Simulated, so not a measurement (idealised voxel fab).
The following process module bears the name voxel wiring stack.
Square cells of 5 nm make up the cross-section cut, whose width is 290 nm.
A cross-section is written here as square cells arranged in a grid, and it is given in bands from the top down, each band taking up one or more rows of cells. Heights first: top, then bottom, in nm. Then materials, left to right, each with a width in nm. "all across" on a single material: fills the band edge to edge. "air": empty space. Counting heights begins at 0, where everything beneath is, in the wafer as received, one material. The lowest band has no bottom; it goes on downwards, as "from 0 down" shows. Width "30 to 40": first value at the band's top row of cells, second value at its bottom row, equal change from row to row. "same as before" after a step means that no cell of the cross-section changed. For the entry "Tabulated closed voids", the listed items are empty spaces with no open way to the top whose size is 8 cells or more; each item follows the pattern width x height at distance, where distance is from the left edge and all three are in nm. The remark found on a step's line after its settings is issued by the simulator itself and pertains to that step. overlay nm: on a step with a mask, how far right of its planned place the mask lay; negative means left.
**This section lists the process steps that were planned**
step 1: op RECEIVE | material Si
step 2: op CONFORMAL_DEP | material SiO2 | thk nm 15
step 3: op DIRECTIONAL_DEP | material TiN | thk nm 5
step 4: op DIRECTIONAL_DEP | material W | thk nm 20
step 5: op DIRECTIONAL_DEP | material aC | thk nm 10
step 6: op PATTERN | tone cover | mask id METAL_1 | material resist | width nm 25 | pitch nm 45 | thk nm 30 | overlay nm 0
step 7: op DIRECTIONAL_ETCH | etch materials aC | depth nm 10
step 8: op STRIP | etch materials resist
step 9: op DIRECTIONAL_ETCH | etch materials W | depth nm 20
step 10: op DIRECTIONAL_ETCH | etch materials TiN | depth nm 5
step 11: op STRIP | etch materials aC
step 12: op CONFORMAL_DEP | material SiN | thk nm 5
step 13: op FILL_DEP | material lowk | thk nm 10
step 14: op CMP | height nm 40
step 15: op CONFORMAL_DEP | material SiCN | thk nm 5
step 16: op DIRECTIONAL_DEP | material SiO2 | thk nm 20
step 17: op DIRECTIONAL_DEP | material aC | thk nm 10
step 18: op PATTERN | tone open | mask id PLUG_1 | material resist | width nm 15 | pitch nm 45 | thk nm 25 | overlay nm 0
step 19: op DIRECTIONAL_ETCH | etch materials aC | depth nm 10
step 20: op STRIP | etch materials resist
step 21: op DIRECTIONAL_ETCH | etch materials SiO2 | depth nm 20
step 22: op DIRECTIONAL_ETCH | etch materials SiCN | depth nm 5
step 23: op STRIP | etch materials aC
step 24: op CONFORMAL_DEP | material TiN | thk nm 5
step 25: op FILL_DEP | material Cu | thk nm 5
step 26: op CMP | height nm 65
step 27: op DIRECTIONAL_DEP | material TiN | thk nm 5
step 28: op DIRECTIONAL_DEP | material W | thk nm 15
step 29: op DIRECTIONAL_DEP | material aC | thk nm 10
step 30: op PATTERN | tone cover | mask id METAL_2 | material resist | width nm 25 | pitch nm 45 | thk nm 30 | overlay nm 0
step 31: op DIRECTIONAL_ETCH | etch materials aC | depth nm 10
step 32: op STRIP | etch materials resist
step 33: op DIRECTIONAL_ETCH | etch materials W | depth nm 15
step 34: op DIRECTIONAL_ETCH | etch materials TiN | depth nm 5
step 35: op STRIP | etch materials aC
step 36: op CONFORMAL_DEP | material SiCN | thk nm 5
step 37: op FILL_DEP | material SiO2 | thk nm 10
step 38: op CMP | height nm 85
step 39: op CONFORMAL_DEP | material SiCN | thk nm 5
step 40: op DIRECTIONAL_DEP | material lowk | thk nm 10
step 41: op MASKED_ETCH | tone open | mask id PLUG_2 | width nm 15 | pitch nm 45 | etch materials lowk | depth nm 10 | overlay nm 0
step 42: op MASKED_ETCH | tone open | mask id PLUG_2 | width nm 15 | pitch nm 45 | etch materials SiCN | depth nm 5 | overlay nm 0
step 43: op CONFORMAL_DEP | material TiN | thk nm 5
step 44: op FILL_DEP | material W | thk nm 10
step 45: op CMP | height nm 100
step 46: op CONFORMAL_DEP | material SiN | thk nm 5
step 47: op DIRECTIONAL_DEP | material SiO2 | thk nm 20
step 48: op PATTERN | tone open | mask id METAL_3 | material resist | width nm 25 | pitch nm 45 | thk nm 20 | overlay nm 0
step 49: op DIRECTIONAL_ETCH | etch materials SiO2 | depth nm 20
step 50: op DIRECTIONAL_ETCH | etch materials SiN | depth nm 5
step 51: op STRIP | etch materials resist
step 52: op CONFORMAL_DEP | material TiN | thk nm 5
step 53: op FILL_DEP | material Ru | thk nm 10
step 54: op CMP | height nm 125
step 55: op CONFORMAL_DEP | material SiN | thk nm 5
**The first of a set of two wafers, run to plan**
**Here's what the wafer looked like in cross-section when it arrived - that's after step 1**
	from 0 down  Si all across
	Tabulated closed voids: none
**Wafer xsec, post step 2**
	from 15 to 0  SiO2 all across
	Unchanged below 0.
**Wafer xsec, post step 3**
	from 20 to 15  TiN all across
	Unchanged below 15.
**Wafer xsec, post step 4**
	from 40 to 20  W all across
	Unchanged below 20.
**Wafer xsec, post step 5**
	from 50 to 40  aC all across
	Unchanged below 40.
**Wafer xsec, post step 6**
	from 80 to 50  air=85 | resist=25 | air=20 | resist=25 | air=20 | resist=25 | air=90
	Unchanged below 50.
**Wafer xsec, post step 7**
	from 70 to 50  air=85 | resist=25 | air=20 | resist=25 | air=20 | resist=25 | air=90
	from 50 to 40  air=85 | aC=25 | air=20 | aC=25 | air=20 | aC=25 | air=90
	Unchanged below 40.
**Wafer xsec, post step 8**
	from 50 to 40  air=85 | aC=25 | air=20 | aC=25 | air=20 | aC=25 | air=90
	Unchanged below 40.
**Wafer xsec, post step 9**
	from 50 to 40  air=85 | aC=25 | air=20 | aC=25 | air=20 | aC=25 | air=90
	from 40 to 20  air=85 | W=25 | air=20 | W=25 | air=20 | W=25 | air=90
	Unchanged below 20.
**Wafer xsec, post step 10**
	from 50 to 40  air=85 | aC=25 | air=20 | aC=25 | air=20 | aC=25 | air=90
	from 40 to 20  air=85 | W=25 | air=20 | W=25 | air=20 | W=25 | air=90
	from 20 to 15  air=85 | TiN=25 | air=20 | TiN=25 | air=20 | TiN=25 | air=90
	Unchanged below 15.
**Wafer xsec, post step 11**
	from 40 to 20  air=85 | W=25 | air=20 | W=25 | air=20 | W=25 | air=90
	Unchanged below 20.
**Wafer xsec, post step 12**
	from 45 to 40  air=80 | SiN=35 | air=10 | SiN=35 | air=10 | SiN=35 | air=85
	from 40 to 20  air=80 | SiN=5 | W=25 | SiN=5 | air=10 | SiN=5 | W=25 | SiN=5 | air=10 | SiN=5 | W=25 | SiN=5 | air=85
	from 20 to 15  SiN=85 | TiN=25 | SiN=20 | TiN=25 | SiN=20 | TiN=25 | SiN=90
	Unchanged below 15.
**Wafer xsec, post step 13**
	from 55 to 45  lowk all across
	from 45 to 40  lowk=80 | SiN=35 | lowk=10 | SiN=35 | lowk=10 | SiN=35 | lowk=85
	from 40 to 20  lowk=80 | SiN=5 | W=25 | SiN=5 | lowk=10 | SiN=5 | W=25 | SiN=5 | lowk=10 | SiN=5 | W=25 | SiN=5 | lowk=85
	Unchanged below 20.
**Wafer xsec, post step 14**
	from 40 to 20  lowk=80 | SiN=5 | W=25 | SiN=5 | lowk=10 | SiN=5 | W=25 | SiN=5 | lowk=10 | SiN=5 | W=25 | SiN=5 | lowk=85
	Unchanged below 20.
**Wafer xsec, post step 15**
	from 45 to 40  SiCN all across
	Unchanged below 40.
**Wafer xsec, post step 16**
	from 65 to 45  SiO2 all across
	Unchanged below 45.
**Wafer xsec, post step 17**
	from 75 to 65  aC all across
	Unchanged below 65.
**Wafer xsec, post step 18**
	from 100 to 75  resist=85 | air=15 | resist=30 | air=15 | resist=30 | air=15 | resist=100
	Unchanged below 75.
**Wafer xsec, post step 19**
	from 90 to 75  resist=85 | air=15 | resist=30 | air=15 | resist=30 | air=15 | resist=100
	from 75 to 65  aC=85 | air=15 | aC=30 | air=15 | aC=30 | air=15 | aC=100
	Unchanged below 65.
**Wafer xsec, post step 20**
	from 75 to 65  aC=85 | air=15 | aC=30 | air=15 | aC=30 | air=15 | aC=100
	Unchanged below 65.
**Wafer xsec, post step 21**
	from 75 to 65  aC=85 | air=15 | aC=30 | air=15 | aC=30 | air=15 | aC=100
	from 65 to 45  SiO2=85 | air=15 | SiO2=30 | air=15 | SiO2=30 | air=15 | SiO2=100
	Unchanged below 45.
**Wafer xsec, post step 22**
	from 75 to 65  aC=85 | air=15 | aC=30 | air=15 | aC=30 | air=15 | aC=100
	from 65 to 45  SiO2=85 | air=15 | SiO2=30 | air=15 | SiO2=30 | air=15 | SiO2=100
	from 45 to 40  SiCN=85 | air=15 | SiCN=30 | air=15 | SiCN=30 | air=15 | SiCN=100
	Unchanged below 40.
**Wafer xsec, post step 23**
	from 65 to 45  SiO2=85 | air=15 | SiO2=30 | air=15 | SiO2=30 | air=15 | SiO2=100
	Unchanged below 45.
**Wafer xsec, post step 24**
	from 70 to 65  TiN=90 | air=5 | TiN=40 | air=5 | TiN=40 | air=5 | TiN=105
	from 65 to 45  SiO2=85 | TiN=5 | air=5 | TiN=5 | SiO2=30 | TiN=5 | air=5 | TiN=5 | SiO2=30 | TiN=5 | air=5 | TiN=5 | SiO2=100
	from 45 to 40  SiCN=85 | TiN=15 | SiCN=30 | TiN=15 | SiCN=30 | TiN=15 | SiCN=100
	Unchanged below 40.
**Wafer xsec, post step 25**
	from 75 to 70  Cu all across
	from 70 to 65  TiN=90 | Cu=5 | TiN=40 | Cu=5 | TiN=40 | Cu=5 | TiN=105
	from 65 to 45  SiO2=85 | TiN=5 | Cu=5 | TiN=5 | SiO2=30 | TiN=5 | Cu=5 | TiN=5 | SiO2=30 | TiN=5 | Cu=5 | TiN=5 | SiO2=100
	Unchanged below 45.
**Wafer xsec, post step 26**
	from 65 to 45  SiO2=85 | TiN=5 | Cu=5 | TiN=5 | SiO2=30 | TiN=5 | Cu=5 | TiN=5 | SiO2=30 | TiN=5 | Cu=5 | TiN=5 | SiO2=100
	Unchanged below 45.
**Wafer xsec, post step 27**
	from 70 to 65  TiN all across
	Unchanged below 65.
**Wafer xsec, post step 28**
	from 85 to 70  W all across
	Unchanged below 70.
**Wafer xsec, post step 29**
	from 95 to 85  aC all across
	Unchanged below 85.
**Wafer xsec, post step 30**
	from 125 to 95  air=85 | resist=25 | air=20 | resist=25 | air=20 | resist=25 | air=90
	Unchanged below 95.
**Wafer xsec, post step 31**
	from 115 to 95  air=85 | resist=25 | air=20 | resist=25 | air=20 | resist=25 | air=90
	from 95 to 85  air=85 | aC=25 | air=20 | aC=25 | air=20 | aC=25 | air=90
	Unchanged below 85.
**Wafer xsec, post step 32**
	from 95 to 85  air=85 | aC=25 | air=20 | aC=25 | air=20 | aC=25 | air=90
	Unchanged below 85.
**Wafer xsec, post step 33**
	from 95 to 85  air=85 | aC=25 | air=20 | aC=25 | air=20 | aC=25 | air=90
	from 85 to 70  air=85 | W=25 | air=20 | W=25 | air=20 | W=25 | air=90
	Unchanged below 70.
**Wafer xsec, post step 34**
	from 95 to 85  air=85 | aC=25 | air=20 | aC=25 | air=20 | aC=25 | air=90
	from 85 to 70  air=85 | W=25 | air=20 | W=25 | air=20 | W=25 | air=90
	from 70 to 65  air=85 | TiN=25 | air=20 | TiN=25 | air=20 | TiN=25 | air=90
	Unchanged below 65.
**Wafer xsec, post step 35**
	from 85 to 70  air=85 | W=25 | air=20 | W=25 | air=20 | W=25 | air=90
	Unchanged below 70.
**Wafer xsec, post step 36**
	from 90 to 85  air=80 | SiCN=35 | air=10 | SiCN=35 | air=10 | SiCN=35 | air=85
	from 85 to 70  air=80 | SiCN=5 | W=25 | SiCN=5 | air=10 | SiCN=5 | W=25 | SiCN=5 | air=10 | SiCN=5 | W=25 | SiCN=5 | air=85
	from 70 to 65  SiCN=85 | TiN=25 | SiCN=20 | TiN=25 | SiCN=20 | TiN=25 | SiCN=90
	Unchanged below 65.
**Wafer xsec, post step 37**
	from 100 to 90  SiO2 all across
	from 90 to 85  SiO2=80 | SiCN=35 | SiO2=10 | SiCN=35 | SiO2=10 | SiCN=35 | SiO2=85
	from 85 to 70  SiO2=80 | SiCN=5 | W=25 | SiCN=5 | SiO2=10 | SiCN=5 | W=25 | SiCN=5 | SiO2=10 | SiCN=5 | W=25 | SiCN=5 | SiO2=85
	Unchanged below 70.
**Wafer xsec, post step 38**
	from 85 to 70  SiO2=80 | SiCN=5 | W=25 | SiCN=5 | SiO2=10 | SiCN=5 | W=25 | SiCN=5 | SiO2=10 | SiCN=5 | W=25 | SiCN=5 | SiO2=85
	Unchanged below 70.
**Wafer xsec, post step 39**
	from 90 to 85  SiCN all across
	Unchanged below 85.
**Wafer xsec, post step 40**
	from 100 to 90  lowk all across
	Unchanged below 90.
**Wafer xsec, post step 41**
	from 100 to 90  lowk=85 | air=15 | lowk=30 | air=15 | lowk=30 | air=15 | lowk=100
	Unchanged below 90.
**Wafer xsec, post step 42**
	from 100 to 90  lowk=85 | air=15 | lowk=30 | air=15 | lowk=30 | air=15 | lowk=100
	from 90 to 85  SiCN=85 | air=15 | SiCN=30 | air=15 | SiCN=30 | air=15 | SiCN=100
	Unchanged below 85.
**Wafer xsec, post step 43**
	from 105 to 100  TiN=90 | air=5 | TiN=40 | air=5 | TiN=40 | air=5 | TiN=105
	from 100 to 90  lowk=85 | TiN=5 | air=5 | TiN=5 | lowk=30 | TiN=5 | air=5 | TiN=5 | lowk=30 | TiN=5 | air=5 | TiN=5 | lowk=100
	from 90 to 85  SiCN=85 | TiN=15 | SiCN=30 | TiN=15 | SiCN=30 | TiN=15 | SiCN=100
	Unchanged below 85.
**Wafer xsec, post step 44**
	from 115 to 105  W all across
	from 105 to 100  TiN=90 | W=5 | TiN=40 | W=5 | TiN=40 | W=5 | TiN=105
	from 100 to 90  lowk=85 | TiN=5 | W=5 | TiN=5 | lowk=30 | TiN=5 | W=5 | TiN=5 | lowk=30 | TiN=5 | W=5 | TiN=5 | lowk=100
	Unchanged below 90.
**Wafer xsec, post step 45**
	from 100 to 90  lowk=85 | TiN=5 | W=5 | TiN=5 | lowk=30 | TiN=5 | W=5 | TiN=5 | lowk=30 | TiN=5 | W=5 | TiN=5 | lowk=100
	Unchanged below 90.
**Wafer xsec, post step 46**
	from 105 to 100  SiN all across
	Unchanged below 100.
**Wafer xsec, post step 47**
	from 125 to 105  SiO2 all across
	Unchanged below 105.
**Wafer xsec, post step 48**
	from 145 to 125  resist=85 | air=25 | resist=20 | air=25 | resist=20 | air=25 | resist=90
	Unchanged below 125.
**Wafer xsec, post step 49**
	from 145 to 125  resist=85 | air=25 | resist=20 | air=25 | resist=20 | air=25 | resist=90
	from 125 to 105  SiO2=85 | air=25 | SiO2=20 | air=25 | SiO2=20 | air=25 | SiO2=90
	Unchanged below 105.
**Wafer xsec, post step 50**
	from 145 to 125  resist=85 | air=25 | resist=20 | air=25 | resist=20 | air=25 | resist=90
	from 125 to 105  SiO2=85 | air=25 | SiO2=20 | air=25 | SiO2=20 | air=25 | SiO2=90
	from 105 to 100  SiN=85 | air=25 | SiN=20 | air=25 | SiN=20 | air=25 | SiN=90
	Unchanged below 100.
**Wafer xsec, post step 51**
	from 125 to 105  SiO2=85 | air=25 | SiO2=20 | air=25 | SiO2=20 | air=25 | SiO2=90
	Unchanged below 105.
**Wafer xsec, post step 52**
	from 130 to 125  TiN=90 | air=15 | TiN=30 | air=15 | TiN=30 | air=15 | TiN=95
	from 125 to 105  SiO2=85 | TiN=5 | air=15 | TiN=5 | SiO2=20 | TiN=5 | air=15 | TiN=5 | SiO2=20 | TiN=5 | air=15 | TiN=5 | SiO2=90
	from 105 to 100  SiN=85 | TiN=25 | SiN=20 | TiN=25 | SiN=20 | TiN=25 | SiN=90
	Unchanged below 100.
**Wafer xsec, post step 53**
	from 140 to 130  Ru all across
	from 130 to 125  TiN=90 | Ru=15 | TiN=30 | Ru=15 | TiN=30 | Ru=15 | TiN=95
	from 125 to 105  SiO2=85 | TiN=5 | Ru=15 | TiN=5 | SiO2=20 | TiN=5 | Ru=15 | TiN=5 | SiO2=20 | TiN=5 | Ru=15 | TiN=5 | SiO2=90
	Unchanged below 105.
**Wafer xsec, post step 54**
	from 125 to 105  SiO2=85 | TiN=5 | Ru=15 | TiN=5 | SiO2=20 | TiN=5 | Ru=15 | TiN=5 | SiO2=20 | TiN=5 | Ru=15 | TiN=5 | SiO2=90
	Unchanged below 105.
**Wafer xsec, post step 55**
	from 130 to 125  SiN all across
	Unchanged below 125.
**Second Wafer (Identical Start and Plan, One Processing Error; Matches First Wafer Through Step 3)**
**Second wafer, cross-section, planned end of step 4**
	from 30 to 20  W all across
	Unchanged below 20.
**Second wafer, cross-section, planned end of step 5**
	from 40 to 30  aC all across
	Unchanged below 30.
**Second wafer, cross-section, planned end of step 6**
	from 70 to 40  air=85 | resist=25 | air=20 | resist=25 | air=20 | resist=25 | air=90
	Unchanged below 40.
**Second wafer, cross-section, planned end of step 7**
	from 60 to 40  air=85 | resist=25 | air=20 | resist=25 | air=20 | resist=25 | air=90
	from 40 to 30  air=85 | aC=25 | air=20 | aC=25 | air=20 | aC=25 | air=90
	Unchanged below 30.
**Second wafer, cross-section, planned end of step 8**
	from 40 to 30  air=85 | aC=25 | air=20 | aC=25 | air=20 | aC=25 | air=90
	Unchanged below 30.
**Second wafer, cross-section, planned end of step 9**
	from 40 to 30  air=85 | aC=25 | air=20 | aC=25 | air=20 | aC=25 | air=90
	from 30 to 20  air=85 | W=25 | air=20 | W=25 | air=20 | W=25 | air=90
	Unchanged below 20.
**Second wafer, cross-section, planned end of step 10**
	from 40 to 30  air=85 | aC=25 | air=20 | aC=25 | air=20 | aC=25 | air=90
	from 30 to 20  air=85 | W=25 | air=20 | W=25 | air=20 | W=25 | air=90
	from 20 to 15  air=85 | TiN=25 | air=20 | TiN=25 | air=20 | TiN=25 | air=90
	Unchanged below 15.
**Second wafer, cross-section, planned end of step 11**
	from 30 to 20  air=85 | W=25 | air=20 | W=25 | air=20 | W=25 | air=90
	Unchanged below 20.
**Second wafer, cross-section, planned end of step 12**
	from 35 to 30  air=80 | SiN=35 | air=10 | SiN=35 | air=10 | SiN=35 | air=85
	from 30 to 20  air=80 | SiN=5 | W=25 | SiN=5 | air=10 | SiN=5 | W=25 | SiN=5 | air=10 | SiN=5 | W=25 | SiN=5 | air=85
	from 20 to 15  SiN=85 | TiN=25 | SiN=20 | TiN=25 | SiN=20 | TiN=25 | SiN=90
	Unchanged below 15.
**Second wafer, cross-section, planned end of step 13**
	from 45 to 35  lowk all across
	from 35 to 30  lowk=80 | SiN=35 | lowk=10 | SiN=35 | lowk=10 | SiN=35 | lowk=85
	from 30 to 20  lowk=80 | SiN=5 | W=25 | SiN=5 | lowk=10 | SiN=5 | W=25 | SiN=5 | lowk=10 | SiN=5 | W=25 | SiN=5 | lowk=85
	Unchanged below 20.
**Second wafer, cross-section, planned end of step 14**
	from 40 to 35  lowk all across
	Unchanged below 35.
**Second wafer, cross-section, planned end of step 15**
	from 45 to 40  SiCN all across
	Unchanged below 40.
**Second wafer, cross-section, planned end of step 16**
	from 65 to 45  SiO2 all across
	Unchanged below 45.
**Second wafer, cross-section, planned end of step 17**
	from 75 to 65  aC all across
	Unchanged below 65.
**Second wafer, cross-section, planned end of step 18**
	from 100 to 75  resist=85 | air=15 | resist=30 | air=15 | resist=30 | air=15 | resist=100
	Unchanged below 75.
**Second wafer, cross-section, planned end of step 19**
	from 90 to 75  resist=85 | air=15 | resist=30 | air=15 | resist=30 | air=15 | resist=100
	from 75 to 65  aC=85 | air=15 | aC=30 | air=15 | aC=30 | air=15 | aC=100
	Unchanged below 65.
**Second wafer, cross-section, planned end of step 20**
	from 75 to 65  aC=85 | air=15 | aC=30 | air=15 | aC=30 | air=15 | aC=100
	Unchanged below 65.
**Second wafer, cross-section, planned end of step 21**
	from 75 to 65  aC=85 | air=15 | aC=30 | air=15 | aC=30 | air=15 | aC=100
	from 65 to 45  SiO2=85 | air=15 | SiO2=30 | air=15 | SiO2=30 | air=15 | SiO2=100
	Unchanged below 45.
**Second wafer, cross-section, planned end of step 22**
	from 75 to 65  aC=85 | air=15 | aC=30 | air=15 | aC=30 | air=15 | aC=100
	from 65 to 45  SiO2=85 | air=15 | SiO2=30 | air=15 | SiO2=30 | air=15 | SiO2=100
	from 45 to 40  SiCN=85 | air=15 | SiCN=30 | air=15 | SiCN=30 | air=15 | SiCN=100
	Unchanged below 40.
**Second wafer, cross-section, planned end of step 23**
	from 65 to 45  SiO2=85 | air=15 | SiO2=30 | air=15 | SiO2=30 | air=15 | SiO2=100
	Unchanged below 45.
**Second wafer, cross-section, planned end of step 24**
	from 70 to 65  TiN=90 | air=5 | TiN=40 | air=5 | TiN=40 | air=5 | TiN=105
	from 65 to 45  SiO2=85 | TiN=5 | air=5 | TiN=5 | SiO2=30 | TiN=5 | air=5 | TiN=5 | SiO2=30 | TiN=5 | air=5 | TiN=5 | SiO2=100
	from 45 to 40  SiCN=85 | TiN=15 | SiCN=30 | TiN=15 | SiCN=30 | TiN=15 | SiCN=100
	Unchanged below 40.
**Second wafer, cross-section, planned end of step 25**
	from 75 to 70  Cu all across
	from 70 to 65  TiN=90 | Cu=5 | TiN=40 | Cu=5 | TiN=40 | Cu=5 | TiN=105
	from 65 to 45  SiO2=85 | TiN=5 | Cu=5 | TiN=5 | SiO2=30 | TiN=5 | Cu=5 | TiN=5 | SiO2=30 | TiN=5 | Cu=5 | TiN=5 | SiO2=100
	Unchanged below 45.
**Second wafer, cross-section, planned end of step 26**
	from 65 to 45  SiO2=85 | TiN=5 | Cu=5 | TiN=5 | SiO2=30 | TiN=5 | Cu=5 | TiN=5 | SiO2=30 | TiN=5 | Cu=5 | TiN=5 | SiO2=100
	Unchanged below 45.
**Second wafer, cross-section, planned end of step 27**
	from 70 to 65  TiN all across
	Unchanged below 65.
**Second wafer, cross-section, planned end of step 28**
	from 85 to 70  W all across
	Unchanged below 70.
**Second wafer, cross-section, planned end of step 29**
	from 95 to 85  aC all across
	Unchanged below 85.
**Second wafer, cross-section, planned end of step 30**
	from 125 to 95  air=85 | resist=25 | air=20 | resist=25 | air=20 | resist=25 | air=90
	Unchanged below 95.
**Second wafer, cross-section, planned end of step 31**
	from 115 to 95  air=85 | resist=25 | air=20 | resist=25 | air=20 | resist=25 | air=90
	from 95 to 85  air=85 | aC=25 | air=20 | aC=25 | air=20 | aC=25 | air=90
	Unchanged below 85.
**Second wafer, cross-section, planned end of step 32**
	from 95 to 85  air=85 | aC=25 | air=20 | aC=25 | air=20 | aC=25 | air=90
	Unchanged below 85.
**Second wafer, cross-section, planned end of step 33**
	from 95 to 85  air=85 | aC=25 | air=20 | aC=25 | air=20 | aC=25 | air=90
	from 85 to 70  air=85 | W=25 | air=20 | W=25 | air=20 | W=25 | air=90
	Unchanged below 70.
**Second wafer, cross-section, planned end of step 34**
	from 95 to 85  air=85 | aC=25 | air=20 | aC=25 | air=20 | aC=25 | air=90
	from 85 to 70  air=85 | W=25 | air=20 | W=25 | air=20 | W=25 | air=90
	from 70 to 65  air=85 | TiN=25 | air=20 | TiN=25 | air=20 | TiN=25 | air=90
	Unchanged below 65.
**Second wafer, cross-section, planned end of step 35**
	from 85 to 70  air=85 | W=25 | air=20 | W=25 | air=20 | W=25 | air=90
	Unchanged below 70.
**Second wafer, cross-section, planned end of step 36**
	from 90 to 85  air=80 | SiCN=35 | air=10 | SiCN=35 | air=10 | SiCN=35 | air=85
	from 85 to 70  air=80 | SiCN=5 | W=25 | SiCN=5 | air=10 | SiCN=5 | W=25 | SiCN=5 | air=10 | SiCN=5 | W=25 | SiCN=5 | air=85
	from 70 to 65  SiCN=85 | TiN=25 | SiCN=20 | TiN=25 | SiCN=20 | TiN=25 | SiCN=90
	Unchanged below 65.
**Second wafer, cross-section, planned end of step 37**
	from 100 to 90  SiO2 all across
	from 90 to 85  SiO2=80 | SiCN=35 | SiO2=10 | SiCN=35 | SiO2=10 | SiCN=35 | SiO2=85
	from 85 to 70  SiO2=80 | SiCN=5 | W=25 | SiCN=5 | SiO2=10 | SiCN=5 | W=25 | SiCN=5 | SiO2=10 | SiCN=5 | W=25 | SiCN=5 | SiO2=85
	Unchanged below 70.
**Second wafer, cross-section, planned end of step 38**
	from 85 to 70  SiO2=80 | SiCN=5 | W=25 | SiCN=5 | SiO2=10 | SiCN=5 | W=25 | SiCN=5 | SiO2=10 | SiCN=5 | W=25 | SiCN=5 | SiO2=85
	Unchanged below 70.
**Second wafer, cross-section, planned end of step 39**
	from 90 to 85  SiCN all across
	Unchanged below 85.
**Second wafer, cross-section, planned end of step 40**
	from 100 to 90  lowk all across
	Unchanged below 90.
**Second wafer, cross-section, planned end of step 41**
	from 100 to 90  lowk=85 | air=15 | lowk=30 | air=15 | lowk=30 | air=15 | lowk=100
	Unchanged below 90.
**Second wafer, cross-section, planned end of step 42**
	from 100 to 90  lowk=85 | air=15 | lowk=30 | air=15 | lowk=30 | air=15 | lowk=100
	from 90 to 85  SiCN=85 | air=15 | SiCN=30 | air=15 | SiCN=30 | air=15 | SiCN=100
	Unchanged below 85.
**Second wafer, cross-section, planned end of step 43**
	from 105 to 100  TiN=90 | air=5 | TiN=40 | air=5 | TiN=40 | air=5 | TiN=105
	from 100 to 90  lowk=85 | TiN=5 | air=5 | TiN=5 | lowk=30 | TiN=5 | air=5 | TiN=5 | lowk=30 | TiN=5 | air=5 | TiN=5 | lowk=100
	from 90 to 85  SiCN=85 | TiN=15 | SiCN=30 | TiN=15 | SiCN=30 | TiN=15 | SiCN=100
	Unchanged below 85.
**Second wafer, cross-section, planned end of step 44**
	from 115 to 105  W all across
	from 105 to 100  TiN=90 | W=5 | TiN=40 | W=5 | TiN=40 | W=5 | TiN=105
	from 100 to 90  lowk=85 | TiN=5 | W=5 | TiN=5 | lowk=30 | TiN=5 | W=5 | TiN=5 | lowk=30 | TiN=5 | W=5 | TiN=5 | lowk=100
	Unchanged below 90.
**Second wafer, cross-section, planned end of step 45**
	from 100 to 90  lowk=85 | TiN=5 | W=5 | TiN=5 | lowk=30 | TiN=5 | W=5 | TiN=5 | lowk=30 | TiN=5 | W=5 | TiN=5 | lowk=100
	Unchanged below 90.
**Second wafer, cross-section, planned end of step 46**
	from 105 to 100  SiN all across
	Unchanged below 100.
**Second wafer, cross-section, planned end of step 47**
	from 125 to 105  SiO2 all across
	Unchanged below 105.
**Second wafer, cross-section, planned end of step 48**
	from 145 to 125  resist=85 | air=25 | resist=20 | air=25 | resist=20 | air=25 | resist=90
	Unchanged below 125.
**Second wafer, cross-section, planned end of step 49**
	from 145 to 125  resist=85 | air=25 | resist=20 | air=25 | resist=20 | air=25 | resist=90
	from 125 to 105  SiO2=85 | air=25 | SiO2=20 | air=25 | SiO2=20 | air=25 | SiO2=90
	Unchanged below 105.
**Second wafer, cross-section, planned end of step 50**
	from 145 to 125  resist=85 | air=25 | resist=20 | air=25 | resist=20 | air=25 | resist=90
	from 125 to 105  SiO2=85 | air=25 | SiO2=20 | air=25 | SiO2=20 | air=25 | SiO2=90
	from 105 to 100  SiN=85 | air=25 | SiN=20 | air=25 | SiN=20 | air=25 | SiN=90
	Unchanged below 100.
**Second wafer, cross-section, planned end of step 51**
	from 125 to 105  SiO2=85 | air=25 | SiO2=20 | air=25 | SiO2=20 | air=25 | SiO2=90
	Unchanged below 105.
**Second wafer, cross-section, planned end of step 52**
	from 130 to 125  TiN=90 | air=15 | TiN=30 | air=15 | TiN=30 | air=15 | TiN=95
	from 125 to 105  SiO2=85 | TiN=5 | air=15 | TiN=5 | SiO2=20 | TiN=5 | air=15 | TiN=5 | SiO2=20 | TiN=5 | air=15 | TiN=5 | SiO2=90
	from 105 to 100  SiN=85 | TiN=25 | SiN=20 | TiN=25 | SiN=20 | TiN=25 | SiN=90
	Unchanged below 100.
**Second wafer, cross-section, planned end of step 53**
	from 140 to 130  Ru all across
	from 130 to 125  TiN=90 | Ru=15 | TiN=30 | Ru=15 | TiN=30 | Ru=15 | TiN=95
	from 125 to 105  SiO2=85 | TiN=5 | Ru=15 | TiN=5 | SiO2=20 | TiN=5 | Ru=15 | TiN=5 | SiO2=20 | TiN=5 | Ru=15 | TiN=5 | SiO2=90
	Unchanged below 105.
**Second wafer, cross-section, planned end of step 54**
	from 125 to 105  SiO2=85 | TiN=5 | Ru=15 | TiN=5 | SiO2=20 | TiN=5 | Ru=15 | TiN=5 | SiO2=20 | TiN=5 | Ru=15 | TiN=5 | SiO2=90
	Unchanged below 105.
**Second wafer, cross-section, planned end of step 55**
	from 130 to 125  SiN all across
	Unchanged below 125.
Plan not followed: note that step 4 departed from the planned setting and was carried out as op DIRECTIONAL_DEP | material W | thk nm 10
FYI, end of process, the second wafer has more or fewer cells of some materials than the first: +9 SiN; -30 W; +21 lowk
